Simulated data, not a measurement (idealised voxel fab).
Process module heading - voxel tone inversion
Section cut is 175 nm wide and gridded with 5 nm square cells.
Throughout this document, each cross-section is represented as a grid of square cells and is presented as a sequence of bands enumerated from the top downward, where a band comprises one or more rows of cells. Top height, bottom height, nm. Materials left to right, width each, nm. Single material + "edge to edge" = fills band edge to edge. "empty" = empty. Height datum 0, below which the as-received substrate wafer is one material. Lowest band open at the bottom, running downward: "0..down". When a width is written as two numbers, as in "30 to 40", the first number is the width in the top row of cells of the band and the second is the width in its bottom row, and the width changes by the same amount from each row to the next. "stayed the same" for a step: no cell of the cross-section changed in that step. If an empty space has no open way to the top and is at least 8 cells in size, "Sealed cavities" lists it, written width x height at distance, where distance is measured from the left edge and every value is in nm. Formally, on a step line, whatever follows the settings is a remark that the simulator itself makes on the step. "overlay nm" on a masked step: distance the mask lay right of its planned place, negative for left.
-- The planned process steps are enumerated hereunder
1,RECEIVE (material Si)
2,CONFORMAL_DEP (material SiCN; thk nm 10)
3,DIRECTIONAL_DEP (material polySi; thk nm 25)
4,PATTERN (tone cover; mask id POSTS; material resist; width nm 25; pitch nm 50; thk nm 35; overlay nm 0)
5,DIRECTIONAL_ETCH (etch materials polySi; depth nm 25)
6,STRIP (etch materials resist)
7,FILL_DEP (material SiO2; thk nm 10)
8,CMP (height nm 35)
9,STRIP (etch materials polySi)
10,CONFORMAL_DEP (material TiN; thk nm 5)
11,FILL_DEP (material Cu; thk nm 10)
12,CMP (height nm 35)
13,CONFORMAL_DEP (material SiCN; thk nm 5)
-- As-received wafer cross-section (after step 1)
    0..down = Si edge to edge
    Sealed cavities: none
-- Final wafer profile in cross-section after the module, from the same start and plan as above, with one mistake made during processing
    40..35 = SiCN edge to edge
    35..15 = Cu: 25 | TiN: 5 | Cu: 15 | TiN: 5 | Cu: 25 | TiN: 5 | Cu: 15 | TiN: 5 | Cu: 25 | TiN: 5 | Cu: 15 | TiN: 5 | Cu: 25
    15..10 = Cu: 25 | TiN: 25 | Cu: 25 | TiN: 25 | Cu: 25 | TiN: 25 | Cu: 25
    10..0 = SiCN edge to edge
    0..down = Si edge to edge
    Sealed cavities: none
What was the processing mistake? heads up, step 7 didn't go per plan, it actually ran as FILL_DEP (material Cu; thk nm 10)
